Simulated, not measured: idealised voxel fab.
Documented hereafter: the process module known as voxel self aligned vias.
This is section cut - it's 275 nm across, gridded in 5 nm square cells.
Cross-section layout: square cells on a grid; listed as bands, top to bottom; a band spans one or more cell rows.
Top height, bottom height, nm. Materials left to right, width each, nm. Single material + "edge to edge" = fills band edge to edge. "blank" = empty.
Heads up on the height convention: 0 is the point under which the incoming wafer is all one material, and the lowest band has no bottom, it just keeps going down, like "top 0, no bottom".
Note: "30->40" means the width goes from the first number (top row of the band) to the second number (bottom row) in equal steps per row of cells.
"no change", as given for a step, is the statement that not any cell of the cross-section underwent a change during that step.
"Trapped cavities" contains a list of empty spaces, each no smaller than 8 cells and without an open way to the top, written in the form width x height at distance with the distance from the left edge and all three in nm.
It should be noted that, on the line of a given step, the content following the step's settings is a remark produced by the simulator itself with respect to that step.
Steps that use a mask can have "overlay nm" on their line. It says how far the mask sat to the right of where it was meant to be. Negative means to the left.
-- Process steps - plan
step 1: RECEIVE [material Si]
step 2: CONFORMAL_DEP [material SiO2] [thk nm 15]
step 3: CONFORMAL_DEP [material SiCN] [thk nm 5]
step 4: DIRECTIONAL_DEP [material SiO2] [thk nm 25]
step 5: DIRECTIONAL_DEP [material aC] [thk nm 15]
step 6: PATTERN [tone open] [mask id LINES] [material resist] [width nm 30] [pitch nm 70] [thk nm 30] [overlay nm 0]
step 7: DIRECTIONAL_ETCH [etch materials aC] [depth nm 15]
step 8: STRIP [etch materials resist]
step 9: DIRECTIONAL_ETCH [etch materials SiO2] [depth nm 25]
step 10: STRIP [etch materials aC]
step 11: CONFORMAL_DEP [material TiN] [thk nm 5]
step 12: FILL_DEP [material W] [thk nm 5]
step 13: CMP [height nm 45]
step 14: SELECTIVE_ETCH [etch materials W Ru TiN] [depth nm 10]
step 15: FILL_DEP [material SiN] [thk nm 10]
step 16: CMP [height nm 45]
step 17: DIRECTIONAL_DEP [material SiO2] [thk nm 15]
step 18: PATTERN [tone open] [mask id VIAS] [material resist] [width nm 40] [pitch nm 70] [thk nm 15] [overlay nm 0]
step 19: DIRECTIONAL_ETCH [etch materials SiO2] [depth nm 15]
step 20: DIRECTIONAL_ETCH [etch materials SiN] [depth nm 10]
step 21: STRIP [etch materials resist]
step 22: CONFORMAL_DEP [material TiN] [thk nm 5]
step 23: FILL_DEP [material Cu] [thk nm 10]
step 24: CMP [height nm 60]
step 25: CONFORMAL_DEP [material SiCN] [thk nm 5]
All wafers enter the flow in the same state. The thk nm at step 3 differs from wafer to wafer, and the plan gives the value for the first wafer.
-- The first of several wafers as received, shown in cross-section; this is its state after step 1
- top 0, no bottom | Si edge to edge
- Trapped cavities: none
-- Per wafer, end of module: cells gained (+) or lost (-) per material since receipt, then closed voids
thk nm 5 | +40 Cu | +110 SiCN | +497 SiO2 | +52 TiN | +16 W | Trapped cavities: none
thk nm 10 | +40 Cu | +165 SiCN | +454 SiO2 | +48 TiN | +8 W | Trapped cavities: none
thk nm 15 | +40 Cu | +220 SiCN | +411 SiO2 | +44 TiN | Trapped cavities: none
thk nm 20 | +40 Cu | +275 SiCN | +368 SiO2 | +32 TiN | Trapped cavities: none
